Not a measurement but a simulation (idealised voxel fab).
Process module name: voxel ribs on slabs
Cross-sectional view cut (width: 240 nm; square cell size: 5 nm).
Bands, listed from the top down, are how a cross-section gets written in this document; the cross-section itself is a grid of square cells, and a band is one or more rows of them.
Read a band's entry like this: the first values are the height of its top and the height of its bottom in nm, and what follows is the sequence of materials from left to right, each with its width in nm. Note that "blank" is empty space, and that a single material marked "edge to edge" reaches across the band from edge to edge.
Note: height 0 marks the level under which the wafer is uniformly one material as received. Lowest band unbounded below, written "top 0, no bottom".
A width given as "30..40" starts at the first number in the band's top row and ends at the second number in its bottom row, shifting by an equal amount at every step from row to row.
The cross-section has no changed cell in any step marked "nothing changed".
Under "Closed void register" you'll find the enclosed gaps, the ones with no way out to the top, that are 8 cells or bigger; each reads width x height at distance, with distance counted from the left edge, everything in nm.
The remark found on a step's line after its settings is issued by the simulator itself and pertains to that step.
If you see "overlay nm" on a step's line and that step has a mask, it's telling you how far right of where it was planned the mask ended up; a negative number means it went left instead.
These are the steps we planned for the process
- 1: op RECEIVE | material Si
- 2: op DIRECTIONAL_DEP | material SiO2 | thk nm 30
- 3: op DIRECTIONAL_DEP | material SiN | thk nm 25
- 4: op DIRECTIONAL_DEP | material aC | thk nm 10
- 5: op PATTERN | tone cover | mask id RIB | material resist | width nm 15 | thk nm 25 | overlay nm 0
- 6: op DIRECTIONAL_ETCH | etch materials aC | depth nm 10
- 7: op STRIP | etch materials resist
- 8: op DIRECTIONAL_ETCH | etch materials SiN | depth nm 15
- 9: op STRIP | etch materials aC
- 10: op DIRECTIONAL_DEP | material aC | thk nm 15
- 11: op PATTERN | tone cover | mask id SLAB | material resist | width nm 45 | thk nm 35 | overlay nm 0
- 12: op DIRECTIONAL_ETCH | etch materials aC | depth nm 15
- 13: op STRIP | etch materials resist
- 14: op DIRECTIONAL_ETCH | etch materials SiN | depth nm 10
- 15: op STRIP | etch materials aC
- 16: op FILL_DEP | material SiO2 | thk nm 20
- 17: op CMP | height nm 65
- 18: op DIRECTIONAL_DEP | material W | thk nm 10
- 19: op DIRECTIONAL_DEP | material aC | thk nm 15
- 20: op PATTERN | tone cover | mask id HEATER | material resist | width nm 25 | thk nm 30 | overlay nm 0
- 21: op DIRECTIONAL_ETCH | etch materials aC | depth nm 15
- 22: op STRIP | etch materials resist
- 23: op DIRECTIONAL_ETCH | etch materials W | depth nm 10
- 24: op STRIP | etch materials aC
- 25: op CONFORMAL_DEP | material SiN | thk nm 5
Wafer at receipt (post step 1), cross-section
* top 0, no bottom  Si edge to edge
* Closed void register: none
Cross-section: first of two wafers, module finished, run according to plan
* top 80, bottom 75  100 of blank  35 of SiN  105 of blank
* top 75, bottom 70  100 of blank  5 of SiN  25 of W  5 of SiN  105 of blank
* top 70, bottom 65  105 of SiN  25 of W  110 of SiN
* top 65, bottom 55  SiO2 edge to edge
* top 55, bottom 40  110 of SiO2  15 of SiN  115 of SiO2
* top 40, bottom 30  95 of SiO2  45 of SiN  100 of SiO2
* top 30, bottom 0  SiO2 edge to edge
* top 0, no bottom  Si edge to edge
* Closed void register: none
Presented here is a cross-section of the second of the two wafers as it stood at the end of the module. It was started in the same manner and assigned the same plan as the first wafer; however, one mistake was made in its execution
* top 80, bottom 75  105 of blank  30 of SiN  105 of blank
* top 75, bottom 70  105 of blank  5 of SiN  20 of W  5 of SiN  105 of blank
* top 70, bottom 65  110 of SiN  20 of W  110 of SiN
* top 65, bottom 55  SiO2 edge to edge
* top 55, bottom 40  110 of SiO2  15 of SiN  115 of SiO2
* top 40, bottom 30  95 of SiO2  45 of SiN  100 of SiO2
* top 30, bottom 0  SiO2 edge to edge
* top 0, no bottom  Si edge to edge
* Closed void register: none
Nonconformance to the process plan: the process deviated at step 20: the operation and settings actually run there were op PATTERN | tone cover | mask id HEATER | material resist | width nm 20 | thk nm 30 | overlay nm 0
Wafer comparison, final, in cells, second relative to first, materials more or fewer: 2 fewer of W
